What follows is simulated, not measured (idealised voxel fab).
This is a process module. Its name is voxel double patterning.
The cross-section on display is named cut; it measures 245 nm wide, and its cells are 5 nm squares.
Cross-section layout: square cells on a grid; listed as bands, top to bottom; a band spans one or more cell rows.
Band: top height; bottom height; in nm. Then, left to right: material with width in nm, for each material. "all across": a single material spanning edge to edge. "blank": empty space.
Heights from 0 (as-received wafer is one material below). Bottom band endless downward, as "0..down".
Read "30..40" as a graded width: first number on top, second number at the bottom, same change between each pair of neighbouring rows.
Key: "left unchanged" - step with no changed cell in the cross-section.
Empty spaces without an open route to the top, at least 8 cells in extent, make up the entry "Fully closed voids"; each is given as width x height at distance, where the distance is measured from the left edge, and all are in nm.
On each step's line, the part that comes after the settings is the simulator's own comment on the step.
overlay nm: for a step with a mask, the amount by which the mask lay right of where it was planned; a negative amount means left of it.

Here's what the planned process steps look like:
1: RECEIVE, material Si
2: CONFORMAL_DEP, material SiO2, thk nm 5
3: DIRECTIONAL_DEP, material polySi, thk nm 15
4: DIRECTIONAL_DEP, material SiN, thk nm 5
5: DIRECTIONAL_DEP, material aC, thk nm 10
6: PATTERN, tone open, mask id FIRST, material resist, width nm 15, pitch nm 50, thk nm 30, overlay nm 0
7: DIRECTIONAL_ETCH, etch materials aC, depth nm 10
8: STRIP, etch materials resist
9: DIRECTIONAL_ETCH, etch materials SiN, depth nm 5
10: STRIP, etch materials aC
11: PATTERN, tone open, mask id SECOND, material resist, width nm 15, thk nm 20, overlay nm 0
12: DIRECTIONAL_ETCH, etch materials SiN, depth nm 5
13: STRIP, etch materials resist
14: DIRECTIONAL_ETCH, etch materials polySi, depth nm 15
15: STRIP, etch materials SiN

The first of two wafers, run as planned:

Cross-section of the wafer upon arrival, representing the state reached after step 1:
  0..down: Si all across
  Fully closed voids: none

Step 2 complete: cross-section through the wafer:
  5..0: SiO2 all across
  Below a height of 0, the structure has not been altered.

Step 3 complete: cross-section through the wafer:
  20..5: polySi all across
  Below a height of 5, the structure has not been altered.

Step 4 complete: cross-section through the wafer:
  25..20: SiN all across
  Below a height of 20, the structure has not been altered.

Step 5 complete: cross-section through the wafer:
  35..25: aC all across
  Below a height of 25, the structure has not been altered.

Step 6 complete: cross-section through the wafer:
  65..35: resist=90, blank=15, resist=35, blank=15, resist=90
  Below a height of 35, the structure has not been altered.

Step 7 complete: cross-section through the wafer:
  55..35: resist=90, blank=15, resist=35, blank=15, resist=90
  35..25: aC=90, blank=15, aC=35, blank=15, aC=90
  Below a height of 25, the structure has not been altered.

Step 8 complete: cross-section through the wafer:
  35..25: aC=90, blank=15, aC=35, blank=15, aC=90
  Below a height of 25, the structure has not been altered.

Step 9 complete: cross-section through the wafer:
  35..25: aC=90, blank=15, aC=35, blank=15, aC=90
  25..20: SiN=90, blank=15, SiN=35, blank=15, SiN=90
  Below a height of 20, the structure has not been altered.

Step 10 complete: cross-section through the wafer:
  25..20: SiN=90, blank=15, SiN=35, blank=15, SiN=90
  Below a height of 20, the structure has not been altered.

Step 11 complete: cross-section through the wafer:
  45..25: resist=115, blank=15, resist=115
  25..20: SiN=90, resist=15, SiN=35, resist=15, SiN=90
  Below a height of 20, the structure has not been altered.

Step 12 complete: cross-section through the wafer:
  45..25: resist=115, blank=15, resist=115
  25..20: SiN=90, resist=15, SiN=10, blank=15, SiN=10, resist=15, SiN=90
  Below a height of 20, the structure has not been altered.

Step 13 complete: cross-section through the wafer:
  25..20: SiN=90, blank=15, SiN=10, blank=15, SiN=10, blank=15, SiN=90
  Below a height of 20, the structure has not been altered.

Step 14 complete: cross-section through the wafer:
  25..20: SiN=90, blank=15, SiN=10, blank=15, SiN=10, blank=15, SiN=90
  20..5: polySi=90, blank=15, polySi=10, blank=15, polySi=10, blank=15, polySi=90
  Below a height of 5, the structure has not been altered.

Step 15 complete: cross-section through the wafer:
  20..5: polySi=90, blank=15, polySi=10, blank=15, polySi=10, blank=15, polySi=90
  Below a height of 5, the structure has not been altered.

Notes, second wafer: start = first wafer's, plan = first wafer's, execution had one mistake; history identical to first through step 1:

X-section, second wafer, when step 2 was due to finish:
  15..0: polySi all across
  Below a height of 0, the structure has not been altered.

X-section, second wafer, when step 3 was due to finish:
  20..15: SiO2 all across
  Below a height of 15, the structure has not been altered.

X-section, second wafer, when step 4 was due to finish:
  25..20: SiN all across
  Below a height of 20, the structure has not been altered.

X-section, second wafer, when step 5 was due to finish:
  35..25: aC all across
  Below a height of 25, the structure has not been altered.

X-section, second wafer, when step 6 was due to finish:
  65..35: resist=90, blank=15, resist=35, blank=15, resist=90
  Below a height of 35, the structure has not been altered.

X-section, second wafer, when step 7 was due to finish:
  55..35: resist=90, blank=15, resist=35, blank=15, resist=90
  35..25: aC=90, blank=15, aC=35, blank=15, aC=90
  Below a height of 25, the structure has not been altered.

X-section, second wafer, when step 8 was due to finish:
  35..25: aC=90, blank=15, aC=35, blank=15, aC=90
  Below a height of 25, the structure has not been altered.

X-section, second wafer, when step 9 was due to finish:
  35..25: aC=90, blank=15, aC=35, blank=15, aC=90
  25..20: SiN=90, blank=15, SiN=35, blank=15, SiN=90
  Below a height of 20, the structure has not been altered.

X-section, second wafer, when step 10 was due to finish:
  25..20: SiN=90, blank=15, SiN=35, blank=15, SiN=90
  Below a height of 20, the structure has not been altered.

X-section, second wafer, when step 11 was due to finish:
  45..25: resist=115, blank=15, resist=115
  25..20: SiN=90, resist=15, SiN=35, resist=15, SiN=90
  Below a height of 20, the structure has not been altered.

X-section, second wafer, when step 12 was due to finish:
  45..25: resist=115, blank=15, resist=115
  25..20: SiN=90, resist=15, SiN=10, blank=15, SiN=10, resist=15, SiN=90
  Below a height of 20, the structure has not been altered.

X-section, second wafer, when step 13 was due to finish:
  25..20: SiN=90, blank=15, SiN=10, blank=15, SiN=10, blank=15, SiN=90
  Below a height of 20, the structure has not been altered.

X-section, second wafer, when step 14 was due to finish: left unchanged

X-section, second wafer, when step 15 was due to finish:
  20..15: SiO2 all across
  Below a height of 15, the structure has not been altered.
What was done differently from what was planned? swap of plan steps 2 and 3 during execution
The closing comparison, in cells, has the second wafer with more or fewer of some materials than the first: 27 more of polySi
